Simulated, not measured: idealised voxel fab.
You're looking at the process module voxel self aligned contacts.
Section cut is 285 nm wide and gridded with 5 nm square cells.
Cross-section layout: square cells on a grid; listed as bands, top to bottom; a band spans one or more cell rows. Look at the band entry: it leads with the top's height and the bottom's height in nm. Then it lists the materials left to right, with a width in nm for each. The word "edge to edge" on a single material says that material fills the band edge to edge. The word "empty" is empty space. Measure heights from 0. That's the level where, below it, the as-received wafer is all one material. The lowest band is bottomless and extends downward; write it as in "z 0 and below". Graded width ("30..40"): value in top row of band = first number; value in bottom row = second number; row-to-row change constant. Step note "remained the same" = no cross-section cell changed. "Enclosed voids" lists enclosed empty spaces (at least 8 cells, no open path upward to the top), each as width x height at distance from the left edge, in nm. If you see something after the settings on a step's line, that's the simulator's own remark about that step. overlay nm: right-of-plan distance of the mask on a masked step; negative values mean left-of-plan.
Planned process steps:
1,RECEIVE | material Si
2,OXIDIZE | depth nm 5
3,DIRECTIONAL_DEP | material polySi | thk nm 20
4,DIRECTIONAL_DEP | material SiN | thk nm 20
5,PATTERN | tone cover | mask id GATE | material resist | width nm 30 | pitch nm 65 | thk nm 20 | overlay nm 0
6,DIRECTIONAL_ETCH | etch materials SiN | depth nm 20
7,DIRECTIONAL_ETCH | etch materials polySi | depth nm 20
8,STRIP | etch materials resist
9,CONFORMAL_DEP | material SiN | thk nm 10
10,DIRECTIONAL_ETCH | etch materials SiN | depth nm 10
11,FILL_DEP | material SiO2 | thk nm 15
12,CMP | height nm 50
13,MASKED_ETCH | tone open | mask id CONTACT | width nm 45 | etch materials SiO2 | depth nm 55 | overlay nm 0
14,CONFORMAL_DEP | material TiN | thk nm 5
15,FILL_DEP | material W | thk nm 10
16,CMP | height nm 50
17,CONFORMAL_DEP | material SiN | thk nm 5
Step 1 complete: cross-section of the wafer as received:
  z 0 and below | Si edge to edge
  Enclosed voids: none
Cross-section, first of two wafers, end of module, run as planned:
  z 55 to 50 | SiN edge to edge
  z 50 to 40 | 120 nm SiO2 / 5..20 nm TiN / 35..5 nm W / 5..20 nm TiN / 120 nm SiO2
  z 40 to 20 | 85 nm SiO2 / 50 nm SiN / 5 nm TiN / 5 nm W / 5 nm TiN / 50 nm SiN / 85 nm SiO2
  z 20 to 0 | 85 nm SiO2 / 10 nm SiN / 30 nm polySi / 10 nm SiN / 5 nm TiN / 5 nm W / 5 nm TiN / 10 nm SiN / 30 nm polySi / 10 nm SiN / 85 nm SiO2
  z 0 to -5 | 135 nm SiO2 / 15 nm TiN / 135 nm SiO2
  z -5 and below | Si edge to edge
  Enclosed voids: none
Here's the second of our two wafers sectioned at module end. Same start as the first, same plan, but one mistake got made running it:
  z 55 to 50 | SiN edge to edge
  z 50 to 40 | 120 nm SiO2 / 5..20 nm TiN / 35..5 nm W / 5..20 nm TiN / 120 nm SiO2
  z 40 to 20 | 85 nm SiO2 / 50 nm SiN / 5 nm TiN / 5 nm W / 5 nm TiN / 50 nm SiN / 85 nm SiO2
  z 20 to 15 | 85 nm SiO2 / 10 nm SiN / 30 nm polySi / 10 nm SiN / 5 nm TiN / 5 nm W / 5 nm TiN / 10 nm SiN / 30 nm polySi / 10 nm SiN / 85 nm SiO2
  z 15 to 10 | 85 nm SiO2 / 10 nm SiN / 30 nm polySi / 10 nm SiN / 15 nm TiN / 10 nm SiN / 30 nm polySi / 10 nm SiN / 85 nm SiO2
  z 10 to 0 | 95 nm SiN / 30 nm polySi / 35 nm SiN / 30 nm polySi / 95 nm SiN
  z 0 to -5 | SiO2 edge to edge
  z -5 and below | Si edge to edge
  Enclosed voids: none
Want to know what went wrong? sequence error: steps 9 and 10 interchanged
Upon completion, the second wafer contains, in terms of cells, a greater or smaller amount of certain materials than the first wafer: SiN +74; SiO2 -65; TiN -6; W -3
